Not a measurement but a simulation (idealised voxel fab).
Process module, titled voxel ribs on slabs
Square cells of 5 nm make up the cross-section cut, whose width is 280 nm.
Format of a cross-section: grid, square cells. Given as bands. Order: top down. Band: one or more rows of cells. Quick guide to a band line: top height, bottom height (nm) up front; then every material left to right with its width in nm. Only one material and it's marked "all across"? Then it fills the band edge to edge. And "empty" just means empty space. The reference from which all heights are counted is 0, the level beneath which the as-received wafer is entirely one material; the lowest band, having no lower bound, proceeds downward and is written after the example "0 down". Width spec "30..40" -> top row of cells at first value, bottom row at second value, equal per-row change in between. What does "nothing different" mean for a step? It means no cell of the cross-section changed in that step. "Internal closed voids" contains a list of empty spaces, each no smaller than 8 cells and without an open way to the top, written in the form width x height at distance with the distance from the left edge and all three in nm. If you see something after the settings on a step's line, that's the simulator's own remark about that step. overlay nm: mask offset rightward from planned place, masked step; negative means leftward offset.

**These are the steps we planned for the process**
step 1: RECEIVE [material Si]
step 2: DIRECTIONAL_DEP [material SiO2] [thk nm 25]
step 3: DIRECTIONAL_DEP [material polySi] [thk nm 25]
step 4: MASKED_ETCH [tone cover] [mask id RIB] [width nm 25] [etch materials polySi] [depth nm 10] [overlay nm 0]
step 5: DIRECTIONAL_DEP [material aC] [thk nm 15]
step 6: PATTERN [tone cover] [mask id SLAB] [material resist] [width nm 55] [thk nm 35] [overlay nm 0]
step 7: DIRECTIONAL_ETCH [etch materials aC] [depth nm 15]
step 8: STRIP [etch materials resist]
step 9: DIRECTIONAL_ETCH [etch materials polySi] [depth nm 15]
step 10: STRIP [etch materials aC]
step 11: FILL_DEP [material SiO2] [thk nm 15]
step 12: CMP [height nm 60]
step 13: DIRECTIONAL_DEP [material TiN] [thk nm 10]
step 14: MASKED_ETCH [tone cover] [mask id HEATER] [width nm 35] [etch materials TiN] [depth nm 10] [overlay nm 0]
step 15: CONFORMAL_DEP [material SiN] [thk nm 5]

**Incoming wafer in cross-section (state: after step 1)**
    0 down  Si all across
    Internal closed voids: none

**End-of-module cross-section of the first of two wafers, processed as planned**
    75 to 70  empty=115, SiN=45, empty=120
    70 to 65  empty=115, SiN=5, TiN=35, SiN=5, empty=120
    65 to 60  SiN=120, TiN=35, SiN=125
    60 to 50  SiO2 all across
    50 to 40  SiO2=125, polySi=25, SiO2=130
    40 to 25  SiO2=110, polySi=55, SiO2=115
    25 to 0  SiO2 all across
    0 down  Si all across
    Internal closed voids: none

**Wafer two, sectioned after the module: the first wafer's start, the first wafer's plan, and one mistake in how it was run**
    75 to 70  empty=115, SiN=45, empty=120
    70 to 65  empty=115, SiN=5, TiN=35, SiN=5, empty=120
    65 to 60  SiN=120, TiN=35, SiN=125
    60 to 50  aC all across
    50 to 40  aC=125, polySi=25, aC=130
    40 to 25  aC=110, polySi=55, aC=115
    25 to 0  SiO2 all across
    0 down  Si all across
    Internal closed voids: none
What went wrong in running the wafer? step 11 ran as: FILL_DEP [material aC] [thk nm 15]
Once processing is complete, comparing cell counts shows that the second wafer has more or fewer of certain materials than the first: SiO2 -349 | aC +349
